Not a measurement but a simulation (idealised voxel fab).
process module | voxel gate over fins
For reference, the cross-section in this document is cut, with width 240 nm and square cells of 5 nm.
When this document writes out a cross-section, it uses a grid of square cells and lists it as bands, beginning at the top and moving down, with a band standing for one or more rows of cells. Per band: top height and bottom height in nm, followed by the left-to-right materials and their widths in nm; "edge to edge" marks a single material spanning edge to edge, "air" marks empty space. Heights are measured from 0, the level below which the as-received wafer is all one material; the lowest band has no bottom and continues downward, written as in "z 0 and below". Top row gets the first number, bottom row gets the second, and each row in between changes by the same step: that is how a band width like "30 to 40" works. No cell of the cross-section changed in a step that is given as "nothing changed". What "Closed void list" gives you is every empty space of 8 cells or more that is cut off from the top. Each appears as width x height at distance, with the distance taken from the left edge and width, height and distance all in nm. Read whatever lies past the settings on a step's line as the simulator's own remark about the step. overlay nm: where the mask lay relative to plan, measured to the right, on steps with a mask; negatives go left.
-- Steps planned for the process
1 RECEIVE,material Si
2 CONFORMAL_DEP,material SiN,thk nm 10
3 MASKED_ETCH,tone cover,mask id FINS,width nm 15,pitch nm 60,etch materials SiN,depth nm 10,overlay nm 0
4 MASKED_ETCH,tone cover,mask id FINS,width nm 15,pitch nm 60,etch materials Si,depth nm 40,overlay nm 0
5 FILL_DEP,material SiO2,thk nm 15
6 CMP,height nm 10
7 PATTERN,tone open,mask id RAIL,material resist,width nm 15,thk nm 15,overlay nm 0
8 DIRECTIONAL_ETCH,etch materials SiO2,depth nm 45
9 STRIP,etch materials resist
10 CONFORMAL_DEP,material TiN,thk nm 5
11 FILL_DEP,material W,thk nm 5
12 CMP,height nm 10
13 SELECTIVE_ETCH,etch materials W Ru TiN,depth nm 30
14 FILL_DEP,material SiO2,thk nm 5
15 CMP,height nm 10
16 SELECTIVE_ETCH,etch materials SiO2,depth nm 25
17 STRIP,etch materials SiN
18 CONFORMAL_DEP,material HfO2,thk nm 5
19 CONFORMAL_DEP,material TiN,thk nm 5
20 FILL_DEP,material W,thk nm 10
21 CMP,height nm 15
22 CONFORMAL_DEP,material SiN,thk nm 10
-- Wafer at receipt (post step 1), cross-section
  z 0 and below = Si edge to edge
  Closed void list: none
-- Cross-sectional image of the first of two wafers at the end of the module, the run having proceeded as planned
  z 25 to 15 = SiN edge to edge
  z 15 to 10 = W edge to edge
  z 10 to 5 = W 70, then TiN 35, then W 25, then TiN 35, then W 75
  z 5 to 0 = W 70, then TiN 5, then HfO2 25, then TiN 5, then W 25, then TiN 5, then HfO2 25, then TiN 5, then W 75
  z 0 to -5 = W 70, then TiN 5, then HfO2 5, then Si 15, then HfO2 5, then TiN 5, then W 25, then TiN 5, then HfO2 5, then Si 15, then HfO2 5, then TiN 5, then W 75
  z -5 to -10 = TiN 75, then HfO2 5, then Si 15, then HfO2 5, then TiN 35, then HfO2 5, then Si 15, then HfO2 5, then TiN 80
  z -10 to -15 = HfO2 80, then Si 15, then HfO2 45, then Si 15, then HfO2 85
  z -15 to -20 = SiO2 80, then Si 15, then SiO2 45, then Si 15, then SiO2 85
  z -20 to -30 = SiO2 80, then Si 15, then SiO2 15, then TiN 5, then W 5, then TiN 5, then SiO2 15, then Si 15, then SiO2 85
  z -30 to -35 = SiO2 80, then Si 15, then SiO2 15, then TiN 15, then SiO2 15, then Si 15, then SiO2 85
  z -35 to -40 = SiO2 80, then Si 15, then SiO2 45, then Si 15, then SiO2 85
  z -40 and below = Si edge to edge
  Closed void list: none
-- Wafer two cross-section, module end. Start and plan unchanged from wafer one; one mistake made during the run
  z 25 to 15 = SiN edge to edge
  z 15 to 10 = W edge to edge
  z 10 to 5 = W 70, then TiN 35, then W 25, then TiN 35, then W 75
  z 5 to 0 = W 70, then TiN 5, then HfO2 25, then TiN 5, then W 25, then TiN 5, then HfO2 25, then TiN 5, then W 75
  z 0 to -10 = W 70, then TiN 5, then HfO2 5, then Si 15, then HfO2 5, then TiN 5, then W 25, then TiN 5, then HfO2 5, then Si 15, then HfO2 5, then TiN 5, then W 75
  z -10 to -15 = W 70, then TiN 5, then HfO2 5, then Si 15, then HfO2 5, then TiN 35, then HfO2 5, then Si 15, then HfO2 5, then TiN 5, then W 75
  z -15 to -20 = W 70, then TiN 5, then HfO2 5, then Si 15, then HfO2 5, then TiN 5, then HfO2 25, then TiN 5, then HfO2 5, then Si 15, then HfO2 5, then TiN 5, then W 75
  z -20 to -30 = W 70, then TiN 5, then HfO2 5, then Si 15, then HfO2 5, then TiN 5, then HfO2 5, then TiN 5, then W 5, then TiN 5, then HfO2 5, then TiN 5, then HfO2 5, then Si 15, then HfO2 5, then TiN 5, then W 75
  z -30 to -35 = TiN 75, then HfO2 5, then Si 15, then HfO2 5, then TiN 5, then HfO2 5, then TiN 15, then HfO2 5, then TiN 5, then HfO2 5, then Si 15, then HfO2 5, then TiN 80
  z -35 to -40 = HfO2 80, then Si 15, then HfO2 20, then SiO2 5, then HfO2 20, then Si 15, then HfO2 85
  z -40 and below = Si edge to edge
  Closed void list: none
Misprocessing identified: step 16 of the plan was twice carried out
The closing comparison, in cells, has the second wafer with more or fewer of some materials than the first: 30 more of HfO2, 200 fewer of SiO2, 20 more of TiN, 150 more of W
